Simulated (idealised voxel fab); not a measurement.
The name of this process module is voxel fin reveal.
Square cell edge 5 nm, section width 255 nm, ID cut.
How to read a cross-section here: the picture is a grid of square cells, written as bands going from the top down, and any band can span one or more rows of cells.
For a band, the entry starts with two heights in nm, that of the top and then that of the bottom, and carries on with the band's materials in order from left to right, each alongside its width in nm; the word "full width" beside a single material means it fills the band edge to edge, and "air" means empty space.
All heights in this document are referenced to 0, defined as the level beneath which the wafer, as received, consists entirely of one material. The lowest band is not bounded below; it extends indefinitely downward and is written in the form "from 0 down".
Width "30..40": first value at the band's top row of cells, second value at its bottom row, equal change from row to row.
"everything unchanged" (step): cross-section cells unchanged, all of them.
Reported under the label "Entrapped voids" are the empty spaces having no open way to the top and comprising 8 cells or more; the notation for each is width x height at distance, in which the distance is measured from the left edge and all three values are in nm.
Post-settings text on a step line: simulator's own remark regarding the step.
Among the settings permitted on a step's line is "overlay nm"; applied to a step with a mask, it specifies the extent to which the mask lay to the right of its planned position, whereas a negative figure signifies a position to the left.

-- The steps planned for the process are as follows
1 RECEIVE | material Si
2 CONFORMAL_DEP | material SiN | thk nm 10
3 PATTERN | tone cover | mask id FINS | material resist | width nm 15 | pitch nm 40 | thk nm 15 | overlay nm 0
4 DIRECTIONAL_ETCH | etch materials SiN | depth nm 10
5 DIRECTIONAL_ETCH | etch materials Si | depth nm 35
6 STRIP | etch materials resist
7 OXIDIZE | depth nm 5
8 FILL_DEP | material SiO2 | thk nm 15
9 CMP | height nm 10
10 SELECTIVE_ETCH | etch materials SiO2 | depth nm 35
11 STRIP | etch materials SiN

-- Cross-section: wafer on arrival = after step 1
	from 0 down: Si full width
	Entrapped voids: none

-- First of two wafers: cross-section at end of module, run per plan
	from 0 to -25: air 85 | Si 5 | air 35 | Si 5 | air 35 | Si 5 | air 85
	from -25 to -40: SiO2 85 | Si 5 | SiO2 35 | Si 5 | SiO2 35 | Si 5 | SiO2 85
	from -40 down: Si full width
	Entrapped voids: none

-- What the second wafer looks like in cross-section once the module is done. Its start and its plan matched the first wafer's exactly; what differed was one mistake in how it was run
	from 0 to -25: air 85 | Si 5 | air 35 | Si 5 | air 35 | Si 5 | air 85
	from -25 to -35: SiO2 45 | air 40 | Si 5 | air 35 | Si 5 | air 35 | Si 5 | air 40 | SiO2 45
	from -35 to -40: SiO2 85 | Si 5 | SiO2 35 | Si 5 | SiO2 35 | Si 5 | SiO2 85
	from -40 down: Si full width
	Entrapped voids: none
Plan not followed: steps 10 and 11 got flipped, so each one ran where the other should have
Bottom line after processing is that, in cells, the second wafer is up or down on some materials versus the first: SiO2 -60
